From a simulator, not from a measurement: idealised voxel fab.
process module | voxel wiring stack
cross-section cut | 245 nm wide | cells 5 nm
A cross-section is a grid of square cells, given in bands from the top down. A band is one or more rows of cells.
Each band's line starts with the height of the band's top and of its bottom, in nm. Then come its materials from left to right, each with its width in nm. One material with "throughout" fills the band from edge to edge. "air" is empty space.
Height 0 is the level under which the wafer as received is all one material. The lowest band goes on downwards, as in "0 down".
A width such as "30 to 40" changes by the same amount from each row of cells to the next, from the band's top row to its bottom row.
"no change" after a step means that no cell of the cross-section changed.
closed voids: empty space of 8 cells or more with no open way to the top, each as width x height at its distance from the left edge, in nm
after a step's settings: what the simulator itself notes on the step
overlay nm, on a step with a mask: how far to the right of its planned place the mask lay; to the left if negative
plan
1 op RECEIVE | material Si
2 op CONFORMAL_DEP | material SiO2 | thk nm 15
3 op DIRECTIONAL_DEP | material TiN | thk nm 5
4 op DIRECTIONAL_DEP | material Ru | thk nm 15
5 op DIRECTIONAL_DEP | material aC | thk nm 15
6 op PATTERN | tone cover | mask id METAL_1 | material resist | width nm 30 | pitch nm 50 | thk nm 30 | overlay nm 0
7 op DIRECTIONAL_ETCH | etch materials aC | depth nm 15
8 op STRIP | etch materials resist
9 op DIRECTIONAL_ETCH | etch materials Ru | depth nm 15
10 op DIRECTIONAL_ETCH | etch materials TiN | depth nm 5
11 op STRIP | etch materials aC
12 op FILL_DEP | material SiO2 | thk nm 5
13 op CMP | height nm 35
14 op CONFORMAL_DEP | material SiCN | thk nm 5
15 op DIRECTIONAL_DEP | material lowk | thk nm 30
16 op PATTERN | tone open | mask id METAL_2 | material resist | width nm 30 | pitch nm 50 | thk nm 15 | overlay nm 0
17 op DIRECTIONAL_ETCH | etch materials lowk | depth nm 15
18 op STRIP | etch materials resist
19 op PATTERN | tone open | mask id METAL_2_HOLES | material resist | width nm 15 | pitch nm 50 | thk nm 15 | overlay nm 0
20 op DIRECTIONAL_ETCH | etch materials lowk | depth nm 15
21 op DIRECTIONAL_ETCH | etch materials SiCN | depth nm 5
22 op STRIP | etch materials resist
23 op CONFORMAL_DEP | material TiN | thk nm 5
24 op FILL_DEP | material Cu | thk nm 10
25 op CMP | height nm 70
26 op CONFORMAL_DEP | material SiCN | thk nm 5
27 op DIRECTIONAL_DEP | material lowk | thk nm 30
28 op PATTERN | tone open | mask id METAL_3 | material resist | width nm 30 | pitch nm 50 | thk nm 20 | overlay nm -15
29 op DIRECTIONAL_ETCH | etch materials lowk | depth nm 15
30 op STRIP | etch materials resist
31 op PATTERN | tone open | mask id METAL_3_HOLES | material resist | width nm 15 | thk nm 15 | overlay nm 0
32 op DIRECTIONAL_ETCH | etch materials lowk | depth nm 15
33 op DIRECTIONAL_ETCH | etch materials SiCN | depth nm 5
34 op STRIP | etch materials resist
35 op CONFORMAL_DEP | material TiN | thk nm 5
36 op FILL_DEP | material Cu | thk nm 10
37 op CMP | height nm 105
38 op CONFORMAL_DEP | material SiN | thk nm 5
varied across the wafers: overlay nm of step 28. The plan shows the first wafer's value. All wafers start alike
first wafer as received, after step 1
  0 down: Si throughout
  closed voids: none
first wafer at the end, after step 38
  110 to 105: SiN throughout
  105 to 95: lowk 65 | TiN 5 | Cu 20 | TiN 5 | lowk 20 | TiN 5 | Cu 20 | TiN 5 | lowk 100
  95 to 90: lowk 65 | TiN 20 | Cu 5 | TiN 5 | lowk 20 | TiN 30 | lowk 100
  90 to 75: lowk 80 | TiN 5 | Cu 5 | TiN 5 | lowk 150
  75 to 70: SiCN 80 | TiN 15 | SiCN 150
  70 to 60: lowk 80 | TiN 5 | Cu 20 | TiN 5 | lowk 20 | TiN 5 | Cu 20 | TiN 5 | lowk 85
  60 to 55: lowk 80 | TiN 5 | Cu 5 | TiN 20 | lowk 20 | TiN 5 | Cu 5 | TiN 20 | lowk 85
  55 to 40: lowk 80 | TiN 5 | Cu 5 | TiN 5 | lowk 35 | TiN 5 | Cu 5 | TiN 5 | lowk 100
  40 to 35: SiCN 80 | TiN 15 | SiCN 35 | TiN 15 | SiCN 100
  35 to 20: SiO2 80 | Ru 30 | SiO2 20 | Ru 30 | SiO2 85
  20 to 15: SiO2 80 | TiN 30 | SiO2 20 | TiN 30 | SiO2 85
  15 to 0: SiO2 throughout
  0 down: Si throughout
  closed voids: none
last wafer at the end
  110 to 105: SiN throughout
  105 to 95: lowk 80 | TiN 5 | Cu 35 | TiN 5 | lowk 20 | TiN 5 | Cu 20 | TiN 5 | lowk 70
  95 to 90: lowk 80 | TiN 45 | lowk 20 | TiN 30 | lowk 70
  90 to 75: lowk throughout
  75 to 70: SiCN throughout
  70 to 60: lowk 80 | TiN 5 | Cu 20 | TiN 5 | lowk 20 | TiN 5 | Cu 20 | TiN 5 | lowk 85
  60 to 55: lowk 80 | TiN 5 | Cu 5 | TiN 20 | lowk 20 | TiN 5 | Cu 5 | TiN 20 | lowk 85
  55 to 40: lowk 80 | TiN 5 | Cu 5 | TiN 5 | lowk 35 | TiN 5 | Cu 5 | TiN 5 | lowk 100
  40 to 35: SiCN 80 | TiN 15 | SiCN 35 | TiN 15 | SiCN 100
  35 to 20: SiO2 80 | Ru 30 | SiO2 20 | Ru 30 | SiO2 85
  20 to 15: SiO2 80 | TiN 30 | SiO2 20 | TiN 30 | SiO2 85
  15 to 0: SiO2 throughout
  0 down: Si throughout
  closed voids: none
each wafer at the end: cells of each material gained (+) or lost (-) since it was received, then its closed voids
overlay nm -15 | +44 Cu | +36 Ru | +89 SiCN | +49 SiN | +295 SiO2 | +76 TiN | +489 lowk | closed voids: none
overlay nm -10 | +44 Cu | +36 Ru | +89 SiCN | +49 SiN | +295 SiO2 | +76 TiN | +489 lowk | closed voids: none
overlay nm -5 | +44 Cu | +36 Ru | +89 SiCN | +49 SiN | +295 SiO2 | +76 TiN | +489 lowk | closed voids: none
overlay nm 0 | +44 Cu | +36 Ru | +89 SiCN | +49 SiN | +295 SiO2 | +76 TiN | +489 lowk | closed voids: none
overlay nm 5 | +42 Cu | +36 Ru | +90 SiCN | +49 SiN | +295 SiO2 | +77 TiN | +489 lowk | closed voids: none
overlay nm 10 | +44 Cu | +36 Ru | +91 SiCN | +49 SiN | +295 SiO2 | +74 TiN | +489 lowk | closed voids: none
overlay nm 15 | +46 Cu | +36 Ru | +92 SiCN | +49 SiN | +295 SiO2 | +71 TiN | +489 lowk | closed voids: none
